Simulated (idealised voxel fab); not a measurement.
Proc. module: voxel self aligned vias
For reference, the cross-section in this document is cut, with width 150 nm and square cells of 5 nm.
Heads up, the way a cross-section reads in here is a grid of square cells, handed over as bands from the top down, with every band being one or more rows of cells. Band: top height; bottom height; in nm. Then, left to right: material with width in nm, for each material. "throughout": a single material spanning edge to edge. "blank": empty space. A quick word on heights: they are counted from 0, and under that level the wafer as it came to us is one material throughout. The lowest band is different from the rest in having no bottom; it simply continues downward, written as in "0 nm and below". When a width is written as two numbers, as in "30->40", the first number is the width in the top row of cells of the band and the second is the width in its bottom row, and the width changes by the same amount from each row to the next. A step reported as "identical to before" is a step in which no cell of the cross-section changed. This entry, "Encapsulated voids", enumerates those empty regions of no fewer than 8 cells that possess no open connection to the top. Each region is reported in the form width x height at distance, the distance being taken from the left edge, with all three quantities expressed in nm. The remark found on a step's line after its settings is issued by the simulator itself and pertains to that step. "overlay nm" on a masked step: distance the mask lay right of its planned place, negative for left.
THE PLANNED PROCESS STEPS ARE ENUMERATED HEREUNDER
1) RECEIVE,material Si
2) CONFORMAL_DEP,material SiO2,thk nm 15
3) CONFORMAL_DEP,material SiCN,thk nm 5
4) DIRECTIONAL_DEP,material SiO2,thk nm 30
5) PATTERN,tone open,mask id LINES,material resist,width nm 25,pitch nm 65,thk nm 15,overlay nm 0
6) DIRECTIONAL_ETCH,etch materials SiO2,depth nm 30
7) STRIP,etch materials resist
8) CONFORMAL_DEP,material TiN,thk nm 5
9) FILL_DEP,material W,thk nm 5
10) CMP,height nm 50
11) SELECTIVE_ETCH,etch materials W Ru TiN,depth nm 5
12) FILL_DEP,material SiN,thk nm 10
13) CMP,height nm 50
14) DIRECTIONAL_DEP,material SiO2,thk nm 15
15) DIRECTIONAL_DEP,material aC,thk nm 10
16) PATTERN,tone open,mask id VIAS,material resist,width nm 45,thk nm 30,overlay nm 0
17) DIRECTIONAL_ETCH,etch materials aC,depth nm 10
18) STRIP,etch materials resist
19) DIRECTIONAL_ETCH,etch materials SiO2,depth nm 15
20) DIRECTIONAL_ETCH,etch materials SiN,depth nm 5
21) STRIP,etch materials aC
22) CONFORMAL_DEP,material TiN,thk nm 5
23) FILL_DEP,material Cu,thk nm 5
24) CMP,height nm 65
25) CONFORMAL_DEP,material SiN,thk nm 5
RUN AS PLANNED: FIRST OF TWO WAFERS
CROSS-SECTION: WAFER ON ARRIVAL = AFTER STEP 1
    0 nm and below | Si throughout
    Encapsulated voids: none
AFTER STEP 2: WAFER CROSS-SECTION
    15 nm to 0 nm | SiO2 throughout
    Under the height 0 nothing was changed.
AFTER STEP 3: WAFER CROSS-SECTION
    20 nm to 15 nm | SiCN throughout
    Under the height 15 nothing was changed.
AFTER STEP 4: WAFER CROSS-SECTION
    50 nm to 20 nm | SiO2 throughout
    Under the height 20 nothing was changed.
AFTER STEP 5: WAFER CROSS-SECTION
    65 nm to 50 nm | 30 nm resist / 25 nm blank / 40 nm resist / 25 nm blank / 30 nm resist
    Under the height 50 nothing was changed.
AFTER STEP 6: WAFER CROSS-SECTION
    65 nm to 50 nm | 30 nm resist / 25 nm blank / 40 nm resist / 25 nm blank / 30 nm resist
    50 nm to 20 nm | 30 nm SiO2 / 25 nm blank / 40 nm SiO2 / 25 nm blank / 30 nm SiO2
    Under the height 20 nothing was changed.
AFTER STEP 7: WAFER CROSS-SECTION
    50 nm to 20 nm | 30 nm SiO2 / 25 nm blank / 40 nm SiO2 / 25 nm blank / 30 nm SiO2
    Under the height 20 nothing was changed.
AFTER STEP 8: WAFER CROSS-SECTION
    55 nm to 50 nm | 35 nm TiN / 15 nm blank / 50 nm TiN / 15 nm blank / 35 nm TiN
    50 nm to 25 nm | 30 nm SiO2 / 5 nm TiN / 15 nm blank / 5 nm TiN / 40 nm SiO2 / 5 nm TiN / 15 nm blank / 5 nm TiN / 30 nm SiO2
    25 nm to 20 nm | 30 nm SiO2 / 25 nm TiN / 40 nm SiO2 / 25 nm TiN / 30 nm SiO2
    Under the height 20 nothing was changed.
AFTER STEP 9: WAFER CROSS-SECTION
    60 nm to 55 nm | W throughout
    55 nm to 50 nm | 35 nm TiN / 15 nm W / 50 nm TiN / 15 nm W / 35 nm TiN
    50 nm to 25 nm | 30 nm SiO2 / 5 nm TiN / 15 nm W / 5 nm TiN / 40 nm SiO2 / 5 nm TiN / 15 nm W / 5 nm TiN / 30 nm SiO2
    Under the height 25 nothing was changed.
AFTER STEP 10: WAFER CROSS-SECTION
    50 nm to 25 nm | 30 nm SiO2 / 5 nm TiN / 15 nm W / 5 nm TiN / 40 nm SiO2 / 5 nm TiN / 15 nm W / 5 nm TiN / 30 nm SiO2
    Under the height 25 nothing was changed.
AFTER STEP 11: WAFER CROSS-SECTION
    50 nm to 45 nm | 30 nm SiO2 / 25 nm blank / 40 nm SiO2 / 25 nm blank / 30 nm SiO2
    Under the height 45 nothing was changed.
AFTER STEP 12: WAFER CROSS-SECTION
    60 nm to 50 nm | SiN throughout
    50 nm to 45 nm | 30 nm SiO2 / 25 nm SiN / 40 nm SiO2 / 25 nm SiN / 30 nm SiO2
    Under the height 45 nothing was changed.
AFTER STEP 13: WAFER CROSS-SECTION
    50 nm to 45 nm | 30 nm SiO2 / 25 nm SiN / 40 nm SiO2 / 25 nm SiN / 30 nm SiO2
    Under the height 45 nothing was changed.
AFTER STEP 14: WAFER CROSS-SECTION
    65 nm to 50 nm | SiO2 throughout
    Under the height 50 nothing was changed.
AFTER STEP 15: WAFER CROSS-SECTION
    75 nm to 65 nm | aC throughout
    Under the height 65 nothing was changed.
AFTER STEP 16: WAFER CROSS-SECTION
    105 nm to 75 nm | 20 nm resist / 45 nm blank / 85 nm resist
    Under the height 75 nothing was changed.
AFTER STEP 17: WAFER CROSS-SECTION
    95 nm to 75 nm | 20 nm resist / 45 nm blank / 85 nm resist
    75 nm to 65 nm | 20 nm aC / 45 nm blank / 85 nm aC
    Under the height 65 nothing was changed.
AFTER STEP 18: WAFER CROSS-SECTION
    75 nm to 65 nm | 20 nm aC / 45 nm blank / 85 nm aC
    Under the height 65 nothing was changed.
AFTER STEP 19: WAFER CROSS-SECTION
    75 nm to 65 nm | 20 nm aC / 45 nm blank / 85 nm aC
    65 nm to 50 nm | 20 nm SiO2 / 45 nm blank / 85 nm SiO2
    Under the height 50 nothing was changed.
AFTER STEP 20: WAFER CROSS-SECTION
    75 nm to 65 nm | 20 nm aC / 45 nm blank / 85 nm aC
    65 nm to 50 nm | 20 nm SiO2 / 45 nm blank / 85 nm SiO2
    50 nm to 45 nm | 30 nm SiO2 / 25 nm blank / 40 nm SiO2 / 25 nm SiN / 30 nm SiO2
    Under the height 45 nothing was changed.
AFTER STEP 21: WAFER CROSS-SECTION
    65 nm to 50 nm | 20 nm SiO2 / 45 nm blank / 85 nm SiO2
    Under the height 50 nothing was changed.
AFTER STEP 22: WAFER CROSS-SECTION
    70 nm to 65 nm | 25 nm TiN / 35 nm blank / 90 nm TiN
    65 nm to 55 nm | 20 nm SiO2 / 5 nm TiN / 35 nm blank / 5 nm TiN / 85 nm SiO2
    55 nm to 50 nm | 20 nm SiO2 / 15 nm TiN / 15 nm blank / 15 nm TiN / 85 nm SiO2
    50 nm to 45 nm | 30 nm SiO2 / 25 nm TiN / 40 nm SiO2 / 25 nm SiN / 30 nm SiO2
    Under the height 45 nothing was changed.
AFTER STEP 23: WAFER CROSS-SECTION
    75 nm to 70 nm | Cu throughout
    70 nm to 65 nm | 25 nm TiN / 35 nm Cu / 90 nm TiN
    65 nm to 55 nm | 20 nm SiO2 / 5 nm TiN / 35 nm Cu / 5 nm TiN / 85 nm SiO2
    55 nm to 50 nm | 20 nm SiO2 / 15 nm TiN / 15 nm Cu / 15 nm TiN / 85 nm SiO2
    Under the height 50 nothing was changed.
AFTER STEP 24: WAFER CROSS-SECTION
    65 nm to 55 nm | 20 nm SiO2 / 5 nm TiN / 35 nm Cu / 5 nm TiN / 85 nm SiO2
    Under the height 55 nothing was changed.
AFTER STEP 25: WAFER CROSS-SECTION
    70 nm to 65 nm | SiN throughout
    Under the height 65 nothing was changed.
SECOND WAFER. START AND PLAN AS FOR THE FIRST. ONE MISTAKE MADE IN RUNNING. AGREES WITH THE FIRST UP TO AND INCLUDING STEP 23
SECOND WAFER, CUT VIEW, END OF STEP 24 PER PLAN
    55 nm to 50 nm | 20 nm SiO2 / 15 nm TiN / 15 nm Cu / 15 nm TiN / 85 nm SiO2
    Under the height 50 nothing was changed.
SECOND WAFER, CUT VIEW, END OF STEP 25 PER PLAN
    60 nm to 55 nm | SiN throughout
    Under the height 55 nothing was changed.
In executing the process, a mistake was made relative to the plan: it should be noted that step 24 was executed with settings other than those planned, the operation and settings actually applied being CMP,height nm 55
End of process, cell counts, second wafer against first, materials with more or fewer: 14 fewer of Cu, 42 fewer of SiO2, 4 fewer of TiN
